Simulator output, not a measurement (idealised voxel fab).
process module | voxel transistor to metal
cross-section cut | 185 nm wide | cells 5 nm
A cross-section is a grid of square cells, given in bands from the top down. A band is one or more rows of cells.
Each band's line starts with the height of the band's top and of its bottom, in nm. Then come its materials from left to right, each with its width in nm. One material with "throughout" fills the band from edge to edge. "air" is empty space.
Height 0 is the level under which the wafer as received is all one material. The lowest band goes on downwards, as in "0 down".
A width such as "30 to 40" changes by the same amount from each row of cells to the next, from the band's top row to its bottom row.
"no change" after a step means that no cell of the cross-section changed.
closed voids: empty space of 8 cells or more with no open way to the top, each as width x height at its distance from the left edge, in nm
after a step's settings: what the simulator itself notes on the step
overlay nm, on a step with a mask: how far to the right of its planned place the mask lay; to the left if negative
plan
1 op RECEIVE | material Si
2 op CONFORMAL_DEP | material SiO2 | thk nm 5
3 op CONFORMAL_DEP | material SiN | thk nm 10
4 op PATTERN | tone cover | mask id ACTIVE | material resist | width nm 85 | thk nm 20 | overlay nm 0
5 op DIRECTIONAL_ETCH | etch materials SiN | depth nm 10
6 op DIRECTIONAL_ETCH | etch materials SiO2 | depth nm 5
7 op DIRECTIONAL_ETCH | etch materials Si | depth nm 20
8 op STRIP | etch materials resist
9 op OXIDIZE | depth nm 5
10 op FILL_DEP | material SiO2 | thk nm 15
11 op CMP | height nm 15
12 op SELECTIVE_ETCH | etch materials SiO2 | depth nm 5
13 op STRIP | etch materials SiN
14 op SELECTIVE_ETCH | etch materials SiO2 | depth nm 5
15 op OXIDIZE | depth nm 5
16 op DIRECTIONAL_DEP | material polySi | thk nm 25
17 op DIRECTIONAL_DEP | material SiCN | thk nm 15
18 op DIRECTIONAL_DEP | material aC | thk nm 10
19 op PATTERN | tone cover | mask id GATE | material resist | width nm 15 | thk nm 25 | overlay nm 0
20 op DIRECTIONAL_ETCH | etch materials aC | depth nm 10
21 op STRIP | etch materials resist
22 op DIRECTIONAL_ETCH | etch materials SiCN | depth nm 25
23 op DIRECTIONAL_ETCH | etch materials polySi | depth nm 35
24 op STRIP | etch materials aC
25 op CONFORMAL_DEP | material SiN | thk nm 10
26 op DIRECTIONAL_ETCH | etch materials SiN | depth nm 10
27 op DIRECTIONAL_ETCH | etch materials SiO2 | depth nm 5
28 op EPI | material SiGe | thk nm 5
29 op FILL_DEP | material SiO2 | thk nm 10
30 op CMP | height nm 40
31 op DIRECTIONAL_DEP | material SiO2 | thk nm 15
32 op MASKED_ETCH | tone open | mask id CONTACT | width nm 15 | pitch nm 60 | etch materials SiO2 | depth nm 55 | overlay nm 0
33 op CONFORMAL_DEP | material TiN | thk nm 5
34 op FILL_DEP | material W | thk nm 5
35 op CMP | height nm 55
36 op CONFORMAL_DEP | material SiCN | thk nm 5
37 op DIRECTIONAL_DEP | material SiO2 | thk nm 20
38 op PATTERN | tone open | mask id METAL_1 | material resist | width nm 15 | pitch nm 60 | thk nm 15 | overlay nm 0
39 op DIRECTIONAL_ETCH | etch materials SiO2 | depth nm 20
40 op DIRECTIONAL_ETCH | etch materials SiCN | depth nm 5
41 op STRIP | etch materials resist
42 op CONFORMAL_DEP | material TiN | thk nm 5
43 op FILL_DEP | material Cu | thk nm 5
44 op CMP | height nm 80
45 op CONFORMAL_DEP | material SiN | thk nm 5
as received, after step 1
  0 down: Si throughout
  closed voids: none
first wafer at the end, as planned
  85 to 80: SiN throughout
  80 to 60: SiO2 55 | TiN 5 | Cu 5 | TiN 5 | SiO2 45 | TiN 5 | Cu 5 | TiN 5 | SiO2 55
  60 to 55: SiCN 55 | TiN 15 | SiCN 45 | TiN 15 | SiCN 55
  55 to 40: SiO2 55 | TiN 5 | W 5 | TiN 5 | SiO2 45 | TiN 5 | W 5 | TiN 5 | SiO2 55
  40 to 25: SiO2 55 | TiN 5 | W 5 | TiN 5 | SiO2 5 | SiN 10 | SiCN 15 | SiN 10 | SiO2 5 | TiN 5 | W 5 | TiN 5 | SiO2 55
  25 to 5: SiO2 55 | TiN 5 | W 5 | TiN 5 | SiO2 5 | SiN 10 | polySi 15 | SiN 10 | SiO2 5 | TiN 5 | W 5 | TiN 5 | SiO2 55
  5 to 0: SiO2 45 | SiN 10 | TiN 15 | SiO2 5 | SiN 10 | polySi 15 | SiN 10 | SiO2 5 | TiN 15 | SiN 10 | SiO2 45
  0 to -5: SiO2 55 | SiGe 20 | SiO2 35 | SiGe 20 | SiO2 55
  -5 to -25: SiO2 55 | Si 75 | SiO2 55
  -25 down: Si throughout
  closed voids: none
second wafer at the end: like start, like plan, one mistake
  85 to 80: SiN throughout
  80 to 75: SiCN 55 | TiN 15 | SiCN 45 | TiN 15 | SiCN 55
  75 to 55: SiO2 throughout
  55 to 40: SiO2 55 | TiN 5 | W 5 | TiN 5 | SiO2 45 | TiN 5 | W 5 | TiN 5 | SiO2 55
  40 to 25: SiO2 55 | TiN 5 | W 5 | TiN 5 | SiO2 5 | SiN 10 | SiCN 15 | SiN 10 | SiO2 5 | TiN 5 | W 5 | TiN 5 | SiO2 55
  25 to 5: SiO2 55 | TiN 5 | W 5 | TiN 5 | SiO2 5 | SiN 10 | polySi 15 | SiN 10 | SiO2 5 | TiN 5 | W 5 | TiN 5 | SiO2 55
  5 to 0: SiO2 45 | SiN 10 | TiN 15 | SiO2 5 | SiN 10 | polySi 15 | SiN 10 | SiO2 5 | TiN 15 | SiN 10 | SiO2 45
  0 to -5: SiO2 55 | SiGe 20 | SiO2 35 | SiGe 20 | SiO2 55
  -5 to -25: SiO2 55 | Si 75 | SiO2 55
  -25 down: Si throughout
  closed voids: none
what went wrong: steps 36 and 37 were swapped
at the end the second wafer has, in cells: 8 fewer of Cu | 24 more of SiO2 | 16 fewer of TiN
